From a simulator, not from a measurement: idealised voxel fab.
Herein follows the process module entitled voxel double patterning.
We display cut, a cross-section 240 nm in width whose square cells are each 5 nm.
In what follows, cross-sections appear as grids of square cells, described through bands that run from the top down, where every band is one or more rows of cells.
Band entry format. Leading values: height of top, height of bottom, nm. Remainder: materials in left-to-right order, each with its width in nm. Special words: "throughout" on a single material, which then fills the band edge to edge; "blank", empty space.
Ref level 0: as-received wafer is one material below here. Bottom band extends down with no lower bound ("0 nm and below").
It should be noted that a width expressed as "30 to 40" varies in equal increments from row to row of cells within the band, taking the value of the first number at the top row and that of the second number at the bottom row.
The designation "nothing changed", where it is given for a processing step, indicates that no cell of the cross-section was altered in the course of that step.
Basically, "Sealed internal voids" tells you about the enclosed voids: empty spaces with no open way to the top, 8 cells or bigger, each written width x height at distance, where distance is from the left edge, all in nm.
The remark found on a step's line after its settings is issued by the simulator itself and pertains to that step.
overlay nm: mask offset rightward from planned place, masked step; negative means leftward offset.

Set out below are the planned steps of the process
| 1 | RECEIVE with material Si |
| 2 | CONFORMAL_DEP with material SiO2, thk nm 5 |
| 3 | DIRECTIONAL_DEP with material polySi, thk nm 15 |
| 4 | DIRECTIONAL_DEP with material SiCN, thk nm 5 |
| 5 | MASKED_ETCH with tone open, mask id FIRST, width nm 15, pitch nm 50, etch materials SiCN, depth nm 5, overlay nm 0 |
| 6 | DIRECTIONAL_DEP with material aC, thk nm 10 |
| 7 | PATTERN with tone open, mask id SECOND, material resist, width nm 15, pitch nm 50, thk nm 25, overlay nm 0 |
| 8 | DIRECTIONAL_ETCH with etch materials aC, depth nm 10 |
| 9 | STRIP with etch materials resist |
| 10 | DIRECTIONAL_ETCH with etch materials SiCN, depth nm 5 |
| 11 | STRIP with etch materials aC |
| 12 | DIRECTIONAL_ETCH with etch materials polySi, depth nm 5 |
| 13 | STRIP with etch materials SiCN |
All wafers enter the flow in the same state. The depth nm at step 12 differs from wafer to wafer, and the plan gives the value for the first wafer.

As received, i.e. after step 1: cross-section through the first of several wafers
0 nm and below | Si throughout
Sealed internal voids: none

Tabulated below, wafer by wafer, are the end-of-module results: for each material, the number of cells gained (+) or lost (-) relative to the as-received state, followed by the closed voids
depth nm 5, +48 SiO2, +129 polySi, Sealed internal voids: none
depth nm 10, +48 SiO2, +114 polySi, Sealed internal voids: none
depth nm 15, +48 SiO2, +99 polySi, Sealed internal voids: none
depth nm 20, +48 SiO2, +99 polySi, Sealed internal voids: none
depth nm 25, +48 SiO2, +99 polySi, Sealed internal voids: none
depth nm 30, +48 SiO2, +99 polySi, Sealed internal voids: none
